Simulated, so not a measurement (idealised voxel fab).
Process module, titled voxel self aligned vias
The cross-section shown here is cut; it is 220 nm wide and divided into square cells measuring 5 nm on a side.
If you're reading a cross-section in this doc, picture square cells in a grid; it comes to you as bands, top ones listed first down to the bottom, and a band can be one or more rows of cells. Heights first: top, then bottom, in nm. Then materials, left to right, each with a width in nm. "everywhere" on a single material: fills the band edge to edge. "air": empty space. The level at which height equals 0 is the one under which the wafer, as it arrives, is entirely one material. No lower edge exists for the bottom band, which continues downward and is notated as in "0 and below". With a width like "30->40", each row of cells in the band differs from the next by the same amount, the top row carrying the first number and the bottom row the second. When a step is marked "identical to before", none of the cells in the cross-section changed during that step. Each empty space that has no open way to the top and spans at least 8 cells appears under "Closed internal cavities" as width x height at distance, the distance counted from the left edge, all in nm. On each step's line, the part that comes after the settings is the simulator's own comment on the step. Each step line may optionally specify "overlay nm", which for a step with a mask gives the rightward distance between the mask's planned place and where it lay, a negative value indicating the leftward direction.

### Listed below are the process steps as planned
- 1: RECEIVE, material Si
- 2: CONFORMAL_DEP, material SiO2, thk nm 15
- 3: CONFORMAL_DEP, material SiCN, thk nm 5
- 4: DIRECTIONAL_DEP, material SiO2, thk nm 30
- 5: PATTERN, tone open, mask id LINES, material resist, width nm 20, pitch nm 50, thk nm 15, overlay nm 0
- 6: DIRECTIONAL_ETCH, etch materials SiO2, depth nm 30
- 7: STRIP, etch materials resist
- 8: CONFORMAL_DEP, material TiN, thk nm 5
- 9: FILL_DEP, material Ru, thk nm 5
- 10: CMP, height nm 50
- 11: SELECTIVE_ETCH, etch materials W Ru TiN, depth nm 10
- 12: FILL_DEP, material SiN, thk nm 10
- 13: CMP, height nm 50
- 14: DIRECTIONAL_DEP, material SiO2, thk nm 20
- 15: DIRECTIONAL_DEP, material aC, thk nm 10
- 16: PATTERN, tone open, mask id VIAS, material resist, width nm 30, thk nm 30, overlay nm 0
- 17: DIRECTIONAL_ETCH, etch materials aC, depth nm 10
- 18: STRIP, etch materials resist
- 19: DIRECTIONAL_ETCH, etch materials SiO2, depth nm 20
- 20: DIRECTIONAL_ETCH, etch materials SiN, depth nm 10
- 21: STRIP, etch materials aC
- 22: CONFORMAL_DEP, material TiN, thk nm 5
- 23: FILL_DEP, material Ru, thk nm 5
- 24: CMP, height nm 70
- 25: CONFORMAL_DEP, material SiCN, thk nm 5

### Delivered wafer in cross-section: state after step 1
> 0 and below: Si everywhere
> Closed internal cavities: none

### Same starting wafer, same plan as above, one mistake in the execution; this is the cross-section at the end of the module
> 75 down to 70: SiCN everywhere
> 70 down to 55: SiO2 (70) / TiN (5) / Ru (20) / TiN (5) / SiO2 (120)
> 55 down to 50: SiO2 (70) / TiN (30) / SiO2 (120)
> 50 down to 45: SiCN everywhere
> 45 down to 0: SiO2 everywhere
> 0 and below: Si everywhere
> Closed internal cavities: none
Finding, execution versus plan: the executed order of steps 3 and 4 is the reverse of that specified in the plan, each step having taken the other's position
